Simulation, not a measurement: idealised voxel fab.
Process module in this document: voxel capacitor over wiring
FYI the section here is cut, 215 nm wide, cells are 5 nm squares.
In what follows, cross-sections appear as grids of square cells, described through bands that run from the top down, where every band is one or more rows of cells. Quick guide to a band line: top height, bottom height (nm) up front; then every material left to right with its width in nm. Only one material and it's marked "all across"? Then it fills the band edge to edge. And "air" just means empty space. Height datum 0, below which the as-received substrate wafer is one material. Lowest band open at the bottom, running downward: "0 and below". Note: "30..40" means the width goes from the first number (top row of the band) to the second number (bottom row) in equal steps per row of cells. Where the words "no alterations made" appear for a step, the cross-section shows no cell changed by that step; every cell remained as before. Any empty space of 8 cells or more lacking an open way to the top shows up in "Voids, sealed" as width x height at distance, distance from the left edge, in nm. Read whatever lies past the settings on a step's line as the simulator's own remark about the step. Each step line may optionally specify "overlay nm", which for a step with a mask gives the rightward distance between the mask's planned place and where it lay, a negative value indicating the leftward direction.

Steps planned for the process
1 RECEIVE | material Si
2 CONFORMAL_DEP | material SiO2 | thk nm 15
3 CONFORMAL_DEP | material SiCN | thk nm 5
4 DIRECTIONAL_DEP | material SiO2 | thk nm 20
5 MASKED_ETCH | tone open | mask id METAL_1 | width nm 30 | pitch nm 80 | etch materials SiO2 | depth nm 20 | overlay nm 0
6 MASKED_ETCH | tone open | mask id METAL_1 | width nm 30 | pitch nm 80 | etch materials SiCN | depth nm 5 | overlay nm 0
7 CONFORMAL_DEP | material TiN | thk nm 5
8 FILL_DEP | material Cu | thk nm 10
9 CMP | height nm 40
10 CONFORMAL_DEP | material SiCN | thk nm 5
11 DIRECTIONAL_DEP | material lowk | thk nm 15
12 MASKED_ETCH | tone open | mask id PLUG_1 | width nm 15 | etch materials lowk | depth nm 15 | overlay nm 0
13 MASKED_ETCH | tone open | mask id PLUG_1 | width nm 15 | etch materials SiCN | depth nm 5 | overlay nm 0
14 CONFORMAL_DEP | material TiN | thk nm 5
15 FILL_DEP | material W | thk nm 10
16 CMP | height nm 60
17 DIRECTIONAL_DEP | material TiN | thk nm 10
18 DIRECTIONAL_DEP | material HfO2 | thk nm 5
19 DIRECTIONAL_DEP | material TiN | thk nm 5
20 MASKED_ETCH | tone cover | mask id UPPER_PLATE | width nm 55 | etch materials TiN | depth nm 5 | overlay nm 0
21 MASKED_ETCH | tone cover | mask id UPPER_PLATE | width nm 55 | etch materials HfO2 | depth nm 5 | overlay nm 0
22 MASKED_ETCH | tone cover | mask id LOWER_PLATE | width nm 65 | etch materials TiN | depth nm 10 | overlay nm 0
23 FILL_DEP | material SiO2 | thk nm 20
24 CMP | height nm 95
25 MASKED_ETCH | tone open | mask id PLUG_2 | width nm 15 | etch materials SiO2 | depth nm 15 | overlay nm 0
26 CONFORMAL_DEP | material TiN | thk nm 5
27 FILL_DEP | material Cu | thk nm 10
28 CMP | height nm 95
29 CONFORMAL_DEP | material SiCN | thk nm 5

First of two wafers, processed according to plan

Incoming wafer in cross-section (state: after step 1)
- 0 and below  Si all across
- Voids, sealed: none

The wafer in cross-section once step 2 is complete
- 15 down to 0  SiO2 all across
- Rest of section, below 0: as before.

The wafer in cross-section once step 3 is complete
- 20 down to 15  SiCN all across
- Rest of section, below 15: as before.

The wafer in cross-section once step 4 is complete
- 40 down to 20  SiO2 all across
- Rest of section, below 20: as before.

The wafer in cross-section once step 5 is complete
- 40 down to 20  50 SiO2 / 30 air / 50 SiO2 / 30 air / 55 SiO2
- Rest of section, below 20: as before.

The wafer in cross-section once step 6 is complete
- 40 down to 20  50 SiO2 / 30 air / 50 SiO2 / 30 air / 55 SiO2
- 20 down to 15  50 SiCN / 30 air / 50 SiCN / 30 air / 55 SiCN
- Rest of section, below 15: as before.

The wafer in cross-section once step 7 is complete
- 45 down to 40  55 TiN / 20 air / 60 TiN / 20 air / 60 TiN
- 40 down to 20  50 SiO2 / 5 TiN / 20 air / 5 TiN / 50 SiO2 / 5 TiN / 20 air / 5 TiN / 55 SiO2
- 20 down to 15  50 SiCN / 30 TiN / 50 SiCN / 30 TiN / 55 SiCN
- Rest of section, below 15: as before.

The wafer in cross-section once step 8 is complete
- 55 down to 45  Cu all across
- 45 down to 40  55 TiN / 20 Cu / 60 TiN / 20 Cu / 60 TiN
- 40 down to 20  50 SiO2 / 5 TiN / 20 Cu / 5 TiN / 50 SiO2 / 5 TiN / 20 Cu / 5 TiN / 55 SiO2
- Rest of section, below 20: as before.

The wafer in cross-section once step 9 is complete
- 40 down to 20  50 SiO2 / 5 TiN / 20 Cu / 5 TiN / 50 SiO2 / 5 TiN / 20 Cu / 5 TiN / 55 SiO2
- Rest of section, below 20: as before.

The wafer in cross-section once step 10 is complete
- 45 down to 40  SiCN all across
- Rest of section, below 40: as before.

The wafer in cross-section once step 11 is complete
- 60 down to 45  lowk all across
- Rest of section, below 45: as before.

The wafer in cross-section once step 12 is complete
- 60 down to 45  65 lowk / 15 air / 135 lowk
- Rest of section, below 45: as before.

The wafer in cross-section once step 13 is complete
- 60 down to 45  65 lowk / 15 air / 135 lowk
- 45 down to 40  65 SiCN / 15 air / 135 SiCN
- Rest of section, below 40: as before.

The wafer in cross-section once step 14 is complete
- 65 down to 60  70 TiN / 5 air / 140 TiN
- 60 down to 45  65 lowk / 5 TiN / 5 air / 5 TiN / 135 lowk
- 45 down to 40  65 SiCN / 15 TiN / 135 SiCN
- Rest of section, below 40: as before.

The wafer in cross-section once step 15 is complete
- 75 down to 65  W all across
- 65 down to 60  70 TiN / 5 W / 140 TiN
- 60 down to 45  65 lowk / 5 TiN / 5 W / 5 TiN / 135 lowk
- Rest of section, below 45: as before.

The wafer in cross-section once step 16 is complete
- 60 down to 45  65 lowk / 5 TiN / 5 W / 5 TiN / 135 lowk
- Rest of section, below 45: as before.

The wafer in cross-section once step 17 is complete
- 70 down to 60  TiN all across
- Rest of section, below 60: as before.

The wafer in cross-section once step 18 is complete
- 75 down to 70  HfO2 all across
- Rest of section, below 70: as before.

The wafer in cross-section once step 19 is complete
- 80 down to 75  TiN all across
- Rest of section, below 75: as before.

The wafer in cross-section once step 20 is complete
- 80 down to 75  65 air / 55 TiN / 95 air
- Rest of section, below 75: as before.

The wafer in cross-section once step 21 is complete
- 80 down to 75  65 air / 55 TiN / 95 air
- 75 down to 70  65 air / 55 HfO2 / 95 air
- Rest of section, below 70: as before.

The wafer in cross-section once step 22 is complete
- 80 down to 75  65 air / 55 TiN / 95 air
- 75 down to 70  65 air / 55 HfO2 / 95 air
- 70 down to 60  60 air / 65 TiN / 90 air
- Rest of section, below 60: as before.

The wafer in cross-section once step 23 is complete
- 100 down to 80  SiO2 all across
- 80 down to 75  65 SiO2 / 55 TiN / 95 SiO2
- 75 down to 70  65 SiO2 / 55 HfO2 / 95 SiO2
- 70 down to 60  60 SiO2 / 65 TiN / 90 SiO2
- Rest of section, below 60: as before.

The wafer in cross-section once step 24 is complete
- 95 down to 80  SiO2 all across
- Rest of section, below 80: as before.

The wafer in cross-section once step 25 is complete
- 95 down to 80  75 SiO2 / 15 air / 125 SiO2
- Rest of section, below 80: as before.

The wafer in cross-section once step 26 is complete
- 100 down to 95  80 TiN / 5 air / 130 TiN
- 95 down to 85  75 SiO2 / 5 TiN / 5 air / 5 TiN / 125 SiO2
- 85 down to 75  75..65 SiO2 / 15..55 TiN / 125..95 SiO2
- Rest of section, below 75: as before.

The wafer in cross-section once step 27 is complete
- 110 down to 100  Cu all across
- 100 down to 95  80 TiN / 5 Cu / 130 TiN
- 95 down to 85  75 SiO2 / 5 TiN / 5 Cu / 5 TiN / 125 SiO2
- Rest of section, below 85: as before.

The wafer in cross-section once step 28 is complete
- 95 down to 85  75 SiO2 / 5 TiN / 5 Cu / 5 TiN / 125 SiO2
- Rest of section, below 85: as before.

The wafer in cross-section once step 29 is complete
- 100 down to 95  SiCN all across
- Rest of section, below 95: as before.

The second wafer was prepared from the same starting point and under the same plan as the first; its processing contained one mistake, and it remains indistinguishable from the first wafer up to and including step 6

Second wafer at the planned finish of step 7, seen in cross-section
- 45 down to 20  55 SiO2 / 20 air / 60 SiO2 / 20 air / 60 SiO2
- 20 down to 15  50 SiCN / 30 SiO2 / 50 SiCN / 30 SiO2 / 55 SiCN
- Rest of section, below 15: as before.

Second wafer at the planned finish of step 8, seen in cross-section
- 55 down to 45  Cu all across
- 45 down to 20  55 SiO2 / 20 Cu / 60 SiO2 / 20 Cu / 60 SiO2
- Rest of section, below 20: as before.

Second wafer at the planned finish of step 9, seen in cross-section
- 40 down to 20  55 SiO2 / 20 Cu / 60 SiO2 / 20 Cu / 60 SiO2
- Rest of section, below 20: as before.

Second wafer at the planned finish of step 10, seen in cross-section
- 45 down to 40  SiCN all across
- Rest of section, below 40: as before.

Second wafer at the planned finish of step 11, seen in cross-section
- 60 down to 45  lowk all across
- Rest of section, below 45: as before.

Second wafer at the planned finish of step 12, seen in cross-section
- 60 down to 45  65 lowk / 15 air / 135 lowk
- Rest of section, below 45: as before.

Second wafer at the planned finish of step 13, seen in cross-section
- 60 down to 45  65 lowk / 15 air / 135 lowk
- 45 down to 40  65 SiCN / 15 air / 135 SiCN
- Rest of section, below 40: as before.

Second wafer at the planned finish of step 14, seen in cross-section
- 65 down to 60  70 TiN / 5 air / 140 TiN
- 60 down to 45  65 lowk / 5 TiN / 5 air / 5 TiN / 135 lowk
- 45 down to 40  65 SiCN / 15 TiN / 135 SiCN
- Rest of section, below 40: as before.

Second wafer at the planned finish of step 15, seen in cross-section
- 75 down to 65  W all across
- 65 down to 60  70 TiN / 5 W / 140 TiN
- 60 down to 45  65 lowk / 5 TiN / 5 W / 5 TiN / 135 lowk
- Rest of section, below 45: as before.

Second wafer at the planned finish of step 16, seen in cross-section
- 60 down to 45  65 lowk / 5 TiN / 5 W / 5 TiN / 135 lowk
- Rest of section, below 45: as before.

Second wafer at the planned finish of step 17, seen in cross-section
- 70 down to 60  TiN all across
- Rest of section, below 60: as before.

Second wafer at the planned finish of step 18, seen in cross-section
- 75 down to 70  HfO2 all across
- Rest of section, below 70: as before.

Second wafer at the planned finish of step 19, seen in cross-section
- 80 down to 75  TiN all across
- Rest of section, below 75: as before.

Second wafer at the planned finish of step 20, seen in cross-section
- 80 down to 75  65 air / 55 TiN / 95 air
- Rest of section, below 75: as before.

Second wafer at the planned finish of step 21, seen in cross-section
- 80 down to 75  65 air / 55 TiN / 95 air
- 75 down to 70  65 air / 55 HfO2 / 95 air
- Rest of section, below 70: as before.

Second wafer at the planned finish of step 22, seen in cross-section
- 80 down to 75  65 air / 55 TiN / 95 air
- 75 down to 70  65 air / 55 HfO2 / 95 air
- 70 down to 60  60 air / 65 TiN / 90 air
- Rest of section, below 60: as before.

Second wafer at the planned finish of step 23, seen in cross-section
- 100 down to 80  SiO2 all across
- 80 down to 75  65 SiO2 / 55 TiN / 95 SiO2
- 75 down to 70  65 SiO2 / 55 HfO2 / 95 SiO2
- 70 down to 60  60 SiO2 / 65 TiN / 90 SiO2
- Rest of section, below 60: as before.

Second wafer at the planned finish of step 24, seen in cross-section
- 95 down to 80  SiO2 all across
- Rest of section, below 80: as before.

Second wafer at the planned finish of step 25, seen in cross-section
- 95 down to 80  75 SiO2 / 15 air / 125 SiO2
- Rest of section, below 80: as before.

Second wafer at the planned finish of step 26, seen in cross-section
- 100 down to 95  80 TiN / 5 air / 130 TiN
- 95 down to 85  75 SiO2 / 5 TiN / 5 air / 5 TiN / 125 SiO2
- 85 down to 75  75..65 SiO2 / 15..55 TiN / 125..95 SiO2
- Rest of section, below 75: as before.

Second wafer at the planned finish of step 27, seen in cross-section
- 110 down to 100  Cu all across
- 100 down to 95  80 TiN / 5 Cu / 130 TiN
- 95 down to 85  75 SiO2 / 5 TiN / 5 Cu / 5 TiN / 125 SiO2
- Rest of section, below 85: as before.

Second wafer at the planned finish of step 28, seen in cross-section
- 95 down to 85  75 SiO2 / 5 TiN / 5 Cu / 5 TiN / 125 SiO2
- Rest of section, below 85: as before.

Second wafer at the planned finish of step 29, seen in cross-section
- 100 down to 95  SiCN all across
- Rest of section, below 95: as before.
Which mistake was made when the wafer was run? off-plan run, step 7, actual operation and settings CONFORMAL_DEP | material SiO2 | thk nm 5
End check, counted in cells, second wafer has more or fewer of these materials than the first: +28 SiO2; -28 TiN
